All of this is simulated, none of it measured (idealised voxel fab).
Process module, titled voxel wiring stack
Displayed cross-section: cut, width of 265 nm, square cells sized 5 nm.
This document writes a cross-section as a grid whose cells are square, and gives it as bands, listed from the top down; one or more rows of cells form a band. For a band, the entry starts with two heights in nm, that of the top and then that of the bottom, and carries on with the band's materials in order from left to right, each alongside its width in nm; the word "edge to edge" beside a single material means it fills the band edge to edge, and "empty" means empty space. Basically, 0 is our baseline, since under it the wafer straight out of the box is all one material. The bottom band has no lower end and keeps on going down, so it looks like "0 down". The expression "30->40" gives the width at the extremes of the band, the first number at its top row of cells and the second at its bottom row, with the width changing by equal amounts from each row to the next in between. No cell of the cross-section changed in a step that is given as "nothing was modified". "Enclosed void catalog" means: voids of 8 cells or more that are shut off from the top with no open way through. Written width x height at distance, distance from the left edge, in nm. Read whatever lies past the settings on a step's line as the simulator's own remark about the step. overlay nm: mask right of planned place by this much (step with mask). Neg. = left.
Here's what the planned process steps look like
1) RECEIVE [material Si]
2) CONFORMAL_DEP [material SiO2] [thk nm 15]
3) DIRECTIONAL_DEP [material TiN] [thk nm 5]
4) DIRECTIONAL_DEP [material Ru] [thk nm 20]
5) MASKED_ETCH [tone cover] [mask id METAL_1] [width nm 30] [pitch nm 50] [etch materials Ru] [depth nm 20] [overlay nm 0]
6) MASKED_ETCH [tone cover] [mask id METAL_1] [width nm 30] [pitch nm 50] [etch materials TiN] [depth nm 5] [overlay nm 0]
7) FILL_DEP [material SiO2] [thk nm 5]
8) CMP [height nm 40]
9) CONFORMAL_DEP [material SiCN] [thk nm 5]
10) DIRECTIONAL_DEP [material lowk] [thk nm 15]
11) MASKED_ETCH [tone open] [mask id PLUG_1] [width nm 15] [pitch nm 100] [etch materials lowk] [depth nm 15] [overlay nm 0]
12) MASKED_ETCH [tone open] [mask id PLUG_1] [width nm 15] [pitch nm 100] [etch materials SiCN] [depth nm 5] [overlay nm 0]
13) CONFORMAL_DEP [material TiN] [thk nm 5]
14) FILL_DEP [material Cu] [thk nm 10]
15) CMP [height nm 60]
16) DIRECTIONAL_DEP [material TiN] [thk nm 5]
17) DIRECTIONAL_DEP [material Ru] [thk nm 15]
18) DIRECTIONAL_DEP [material aC] [thk nm 15]
19) PATTERN [tone cover] [mask id METAL_2] [material resist] [width nm 30] [pitch nm 50] [thk nm 30] [overlay nm 0]
20) DIRECTIONAL_ETCH [etch materials aC] [depth nm 15]
21) STRIP [etch materials resist]
22) DIRECTIONAL_ETCH [etch materials Ru] [depth nm 15]
23) DIRECTIONAL_ETCH [etch materials TiN] [depth nm 5]
24) STRIP [etch materials aC]
25) CONFORMAL_DEP [material SiCN] [thk nm 5]
26) FILL_DEP [material lowk] [thk nm 5]
27) CMP [height nm 80]
28) CONFORMAL_DEP [material SiCN] [thk nm 5]
29) DIRECTIONAL_DEP [material SiO2] [thk nm 15]
30) MASKED_ETCH [tone open] [mask id PLUG_2] [width nm 15] [pitch nm 100] [etch materials SiO2] [depth nm 15] [overlay nm 0]
31) MASKED_ETCH [tone open] [mask id PLUG_2] [width nm 15] [pitch nm 100] [etch materials SiCN] [depth nm 5] [overlay nm 0]
32) EPI [material Ru] [thk nm 10]
33) EPI [material Ru] [thk nm 10]
34) DIRECTIONAL_DEP [material TiN] [thk nm 5]
35) DIRECTIONAL_DEP [material Ru] [thk nm 20]
36) MASKED_ETCH [tone cover] [mask id METAL_3] [width nm 30] [pitch nm 50] [etch materials Ru] [depth nm 20] [overlay nm 0]
37) MASKED_ETCH [tone cover] [mask id METAL_3] [width nm 30] [pitch nm 50] [etch materials TiN] [depth nm 5] [overlay nm 0]
38) FILL_DEP [material SiO2] [thk nm 5]
39) CMP [height nm 125]
40) CONFORMAL_DEP [material SiCN] [thk nm 5]
41) DIRECTIONAL_DEP [material lowk] [thk nm 15]
42) MASKED_ETCH [tone open] [mask id PLUG_3] [width nm 15] [pitch nm 50] [etch materials lowk] [depth nm 15] [overlay nm 0]
43) MASKED_ETCH [tone open] [mask id PLUG_3] [width nm 15] [pitch nm 50] [etch materials SiCN] [depth nm 5] [overlay nm 0]
44) EPI [material Ru] [thk nm 10]
45) EPI [material Ru] [thk nm 10]
46) CONFORMAL_DEP [material SiN] [thk nm 5]
47) DIRECTIONAL_DEP [material lowk] [thk nm 15]
48) MASKED_ETCH [tone open] [mask id METAL_4] [width nm 30] [pitch nm 50] [etch materials lowk] [depth nm 15] [overlay nm 0]
49) MASKED_ETCH [tone open] [mask id METAL_4] [width nm 30] [pitch nm 50] [etch materials SiN] [depth nm 5] [overlay nm 0]
50) CONFORMAL_DEP [material TiN] [thk nm 5]
51) FILL_DEP [material Ru] [thk nm 10]
52) CMP [height nm 165]
53) CONFORMAL_DEP [material SiCN] [thk nm 5]
Wafer as received: cross-section following step 1
  0 down | Si edge to edge
  Enclosed void catalog: none
First of two wafers at the end of the module, shown in cross-section; run carried out as planned
  170 to 165 | SiCN edge to edge
  165 to 150 | lowk: 40 | TiN: 5 | Ru: 20 | TiN: 5 | lowk: 20 | TiN: 5 | Ru: 20 | TiN: 5 | lowk: 20 | TiN: 5 | Ru: 20 | TiN: 5 | lowk: 20 | TiN: 5 | Ru: 20 | TiN: 5 | lowk: 45
  150 to 145 | SiN: 40 | TiN: 30 | SiN: 20 | TiN: 30 | SiN: 20 | TiN: 30 | SiN: 20 | TiN: 30 | SiN: 45
  145 to 130 | lowk: 40 | Ru: 15 | lowk: 35 | Ru: 15 | lowk: 35 | Ru: 15 | lowk: 35 | Ru: 15 | lowk: 60
  130 to 125 | SiCN: 40 | Ru: 15 | SiCN: 35 | Ru: 15 | SiCN: 35 | Ru: 15 | SiCN: 35 | Ru: 15 | SiCN: 60
  125 to 105 | SiO2: 40 | Ru: 30 | SiO2: 20 | Ru: 30 | SiO2: 20 | Ru: 30 | SiO2: 20 | Ru: 30 | SiO2: 45
  105 to 100 | SiO2: 40 | TiN: 30 | SiO2: 20 | TiN: 30 | SiO2: 20 | TiN: 30 | SiO2: 20 | TiN: 30 | SiO2: 45
  100 to 85 | SiO2: 40 | Ru: 15 | SiO2: 85 | Ru: 15 | SiO2: 110
  85 to 80 | SiCN: 40 | Ru: 15 | SiCN: 85 | Ru: 15 | SiCN: 110
  80 to 65 | lowk: 35 | SiCN: 5 | Ru: 30 | SiCN: 5 | lowk: 10 | SiCN: 5 | Ru: 30 | SiCN: 5 | lowk: 10 | SiCN: 5 | Ru: 30 | SiCN: 5 | lowk: 10 | SiCN: 5 | Ru: 30 | SiCN: 5 | lowk: 40
  65 to 60 | SiCN: 40 | TiN: 30 | SiCN: 20 | TiN: 30 | SiCN: 20 | TiN: 30 | SiCN: 20 | TiN: 30 | SiCN: 45
  60 to 45 | lowk: 40 | TiN: 5 | Cu: 5 | TiN: 5 | lowk: 85 | TiN: 5 | Cu: 5 | TiN: 5 | lowk: 110
  45 to 40 | SiCN: 40 | TiN: 15 | SiCN: 85 | TiN: 15 | SiCN: 110
  40 to 20 | SiO2: 40 | Ru: 30 | SiO2: 20 | Ru: 30 | SiO2: 20 | Ru: 30 | SiO2: 20 | Ru: 30 | SiO2: 45
  20 to 15 | SiO2: 40 | TiN: 30 | SiO2: 20 | TiN: 30 | SiO2: 20 | TiN: 30 | SiO2: 20 | TiN: 30 | SiO2: 45
  15 to 0 | SiO2 edge to edge
  0 down | Si edge to edge
  Enclosed void catalog: none
Wafer two, sectioned after the module: the first wafer's start, the first wafer's plan, and one mistake in how it was run
  170 to 165 | SiCN edge to edge
  165 to 150 | lowk: 40 | TiN: 5 | Ru: 20 | TiN: 5 | lowk: 20 | TiN: 5 | Ru: 20 | TiN: 5 | lowk: 20 | TiN: 5 | Ru: 20 | TiN: 5 | lowk: 20 | TiN: 5 | Ru: 20 | TiN: 5 | lowk: 45
  150 to 145 | SiN: 40 | TiN: 30 | SiN: 20 | TiN: 30 | SiN: 20 | TiN: 30 | SiN: 20 | TiN: 30 | SiN: 45
  145 to 130 | lowk: 40 | Ru: 15 | lowk: 35 | Ru: 15 | lowk: 35 | Ru: 15 | lowk: 35 | Ru: 15 | lowk: 60
  130 to 125 | SiCN: 40 | Ru: 15 | SiCN: 35 | Ru: 15 | SiCN: 35 | Ru: 15 | SiCN: 35 | Ru: 15 | SiCN: 60
  125 to 105 | SiO2: 40 | Ru: 30 | SiO2: 20 | Ru: 30 | SiO2: 20 | Ru: 30 | SiO2: 20 | Ru: 30 | SiO2: 45
  105 to 100 | SiO2: 40 | TiN: 30 | SiO2: 20 | TiN: 30 | SiO2: 20 | TiN: 30 | SiO2: 20 | TiN: 30 | SiO2: 45
  100 to 85 | SiO2: 40 | Ru: 15 | SiO2: 85 | Ru: 15 | SiO2: 110
  85 to 80 | SiCN: 40 | Ru: 15 | SiCN: 85 | Ru: 15 | SiCN: 110
  80 to 65 | lowk: 35 | SiCN: 5 | Ru: 30 | SiCN: 5 | lowk: 10 | SiCN: 5 | Ru: 30 | SiCN: 5 | lowk: 10 | SiCN: 5 | Ru: 30 | SiCN: 5 | lowk: 10 | SiCN: 5 | Ru: 30 | SiCN: 5 | lowk: 40
  65 to 60 | SiCN: 40 | TiN: 30 | SiCN: 20 | TiN: 30 | SiCN: 20 | TiN: 30 | SiCN: 20 | TiN: 30 | SiCN: 45
  60 to 55 | TiN: 45 | Cu: 5 | TiN: 95 | Cu: 5 | TiN: 115
  55 to 45 | lowk: 40 | TiN: 5 | Cu: 5 | TiN: 5 | lowk: 85 | TiN: 5 | Cu: 5 | TiN: 5 | lowk: 110
  45 to 40 | SiCN: 40 | TiN: 15 | SiCN: 85 | TiN: 15 | SiCN: 110
  40 to 20 | SiO2: 40 | Ru: 30 | SiO2: 20 | Ru: 30 | SiO2: 20 | Ru: 30 | SiO2: 20 | Ru: 30 | SiO2: 45
  20 to 15 | SiO2: 40 | TiN: 30 | SiO2: 20 | TiN: 30 | SiO2: 20 | TiN: 30 | SiO2: 20 | TiN: 30 | SiO2: 45
  15 to 0 | SiO2 edge to edge
  0 down | Si edge to edge
  Enclosed void catalog: none
what went wrong: step 10 ran differently from the plan; actual operation with settings: DIRECTIONAL_DEP [material lowk] [thk nm 10]
FYI, end of process, the second wafer has more or fewer cells of some materials than the first: TiN: 47 more, lowk: 47 fewer
